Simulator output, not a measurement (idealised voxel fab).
A process module follows: voxel wiring stack.
It is cross-section cut that appears here, measuring 190 nm in width, its square cells being 5 nm in size.
Notation: cross-section as square-cell grid; stated in bands, top first, going down; one or more cell rows per band.
The entry gives the band's vertical extent as a top height and a bottom height in nm, then its horizontal make-up as materials from left to right, each with a width in nm. "blank" stands for empty space; a single material marked "edge to edge" fills the band edge to edge.
Height reference: 0 = level under which incoming wafer is all one material. Lowest band: no bottom, runs on downward, e.g. "z 0 and below".
You'd read "30..40" like this: the band's top row of cells is as wide as the first number, its bottom row is as wide as the second, and going down, every row changes width by the same amount as the row before did.
You'll sometimes find "stayed the same" written for a step, and that's the way of saying that nowhere in the cross-section did a cell change during that step.
Enclosed voids (no open way to top), threshold 8 cells or more, entry "Closed-off voids", notation width x height at distance, distance from left edge, nm.
That trailing text on a step's line, after the settings, is the simulator's own remark on the step.
overlay nm: for a step with a mask, the amount by which the mask lay right of where it was planned; a negative amount means left of it.
This section lists the process steps that were planned:
1,RECEIVE, material Si
2,CONFORMAL_DEP, material SiO2, thk nm 10
3,CONFORMAL_DEP, material SiCN, thk nm 5
4,DIRECTIONAL_DEP, material lowk, thk nm 25
5,DIRECTIONAL_DEP, material aC, thk nm 15
6,PATTERN, tone open, mask id METAL_1, material resist, width nm 20, pitch nm 40, thk nm 35, overlay nm 0
7,DIRECTIONAL_ETCH, etch materials aC, depth nm 15
8,STRIP, etch materials resist
9,DIRECTIONAL_ETCH, etch materials lowk, depth nm 25
10,DIRECTIONAL_ETCH, etch materials SiCN, depth nm 5
11,STRIP, etch materials aC
12,CONFORMAL_DEP, material TiN, thk nm 5
13,FILL_DEP, material Ru, thk nm 5
14,CMP, height nm 40
15,CONFORMAL_DEP, material SiCN, thk nm 5
16,DIRECTIONAL_DEP, material lowk, thk nm 15
17,DIRECTIONAL_DEP, material aC, thk nm 15
18,PATTERN, tone open, mask id PLUG_1, material resist, width nm 15, pitch nm 40, thk nm 35, overlay nm 0
19,DIRECTIONAL_ETCH, etch materials aC, depth nm 15
20,STRIP, etch materials resist
21,DIRECTIONAL_ETCH, etch materials lowk, depth nm 15
22,DIRECTIONAL_ETCH, etch materials SiCN, depth nm 5
23,STRIP, etch materials aC
24,EPI, material Ru, thk nm 10
25,EPI, material Ru, thk nm 10
26,CONFORMAL_DEP, material SiN, thk nm 5
27,DIRECTIONAL_DEP, material SiO2, thk nm 15
28,MASKED_ETCH, tone open, mask id METAL_2, width nm 20, pitch nm 40, etch materials SiO2, depth nm 15, overlay nm 0
29,MASKED_ETCH, tone open, mask id METAL_2, width nm 20, pitch nm 40, etch materials SiN, depth nm 5, overlay nm 0
30,CONFORMAL_DEP, material TiN, thk nm 5
31,FILL_DEP, material W, thk nm 10
32,CMP, height nm 80
33,CONFORMAL_DEP, material SiN, thk nm 5
Delivered wafer in cross-section: state after step 1:
> z 0 and below | Si edge to edge
> Closed-off voids: none
Final cross-section, module run with one mistake (start and plan as above):
> z 85 to 80 | SiN edge to edge
> z 80 to 65 | 25 of SiO2  5 of TiN  10 of W  5 of TiN  20 of SiO2  5 of TiN  10 of W  5 of TiN  20 of SiO2  5 of TiN  10 of W  5 of TiN  20 of SiO2  5 of TiN  10 of W  5 of TiN  25 of SiO2
> z 65 to 60 | 25 of SiN  20 of TiN  20 of SiN  20 of TiN  20 of SiN  20 of TiN  20 of SiN  20 of TiN  25 of SiN
> z 60 to 45 | 25 of lowk  15 of Ru  25 of lowk  15 of Ru  25 of lowk  15 of Ru  25 of lowk  15 of Ru  30 of lowk
> z 45 to 40 | 25 of SiCN  15 of Ru  25 of SiCN  15 of Ru  25 of SiCN  15 of Ru  25 of SiCN  15 of Ru  30 of SiCN
> z 40 to 35 | 25 of SiCN  20 of TiN  20 of SiCN  20 of TiN  20 of SiCN  20 of TiN  20 of SiCN  20 of TiN  25 of SiCN
> z 35 to 10 | lowk edge to edge
> z 10 to 0 | SiO2 edge to edge
> z 0 and below | Si edge to edge
> Closed-off voids: none
Nonconformance to the process plan: steps 3 and 4: order swapped relative to plan
